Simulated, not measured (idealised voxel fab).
You're looking at the process module voxel double patterning.
Each square cell in cross-section cut measures 5 nm, and the section as a whole is 170 nm wide.
Think of the cross-section as a grid of square cells. We describe it in bands, top to bottom, and each band covers one or more rows of those cells.
First you get the band's top height and its bottom height, in nm, and then the materials it's made of, left to right, with each width in nm. If you see a single material with "everywhere", that one covers the band edge to edge. "empty" is empty space.
Heights are reckoned from 0. Under this level, the received wafer is all of one material. The bottommost band is open-ended downward, for example "0..down".
Think of "30..40" as a width that walks from the first number to the second as you go down the band, top row to bottom row, taking equal-sized steps from row to row.
"nothing was modified" after a step means that no cell of the cross-section changed.
In the "Cavities, closed" entry, you get each enclosed empty space of 8 cells or more, one with no open way to the top, written width x height at distance, distance from the left edge, in nm.
It should be noted that, on the line of a given step, the content following the step's settings is a remark produced by the simulator itself with respect to that step.
Each step line may optionally specify "overlay nm", which for a step with a mask gives the rightward distance between the mask's planned place and where it lay, a negative value indicating the leftward direction.

-- So here's the lineup of process steps we planned
1) RECEIVE: material Si
2) CONFORMAL_DEP: material SiN, thk nm 5
3) DIRECTIONAL_DEP: material SiO2, thk nm 10
4) DIRECTIONAL_DEP: material SiCN, thk nm 5
5) DIRECTIONAL_DEP: material aC, thk nm 10
6) PATTERN: tone open, mask id FIRST, material resist, width nm 15, pitch nm 50, thk nm 30, overlay nm 0
7) DIRECTIONAL_ETCH: etch materials aC, depth nm 10
8) STRIP: etch materials resist
9) DIRECTIONAL_ETCH: etch materials SiCN, depth nm 5
10) STRIP: etch materials aC
11) PATTERN: tone open, mask id SECOND, material resist, width nm 15, pitch nm 50, thk nm 20, overlay nm 0
12) DIRECTIONAL_ETCH: etch materials SiCN, depth nm 5
13) STRIP: etch materials resist
14) DIRECTIONAL_ETCH: etch materials SiO2, depth nm 10
15) STRIP: etch materials SiCN

-- Wafer cross-section on receipt, i.e. after step 1
- 0..down  Si everywhere
- Cavities, closed: none

-- As-planned run: cross-section of the first of two wafers at end of module
- 15..5  25 SiO2; 15 empty; 10 SiO2; 15 empty; 10 SiO2; 15 empty; 10 SiO2; 15 empty; 10 SiO2; 15 empty; 30 SiO2
- 5..0  SiN everywhere
- 0..down  Si everywhere
- Cavities, closed: none

-- Here is the second of the two wafers cut open at the end of the module - same start, same plan as the first one, but we made one mistake running it
- 15..5  50 empty; 15 SiO2; 35 empty; 15 SiO2; 55 empty
- 5..0  SiN everywhere
- 0..down  Si everywhere
- Cavities, closed: none
What was the processing mistake? step 11 was not run as planned; what actually ran was PATTERN: tone cover, mask id SECOND, material resist, width nm 15, pitch nm 50, thk nm 20, overlay nm 0
Cell-count delta at end, second wafer over first, by material: -26 SiO2
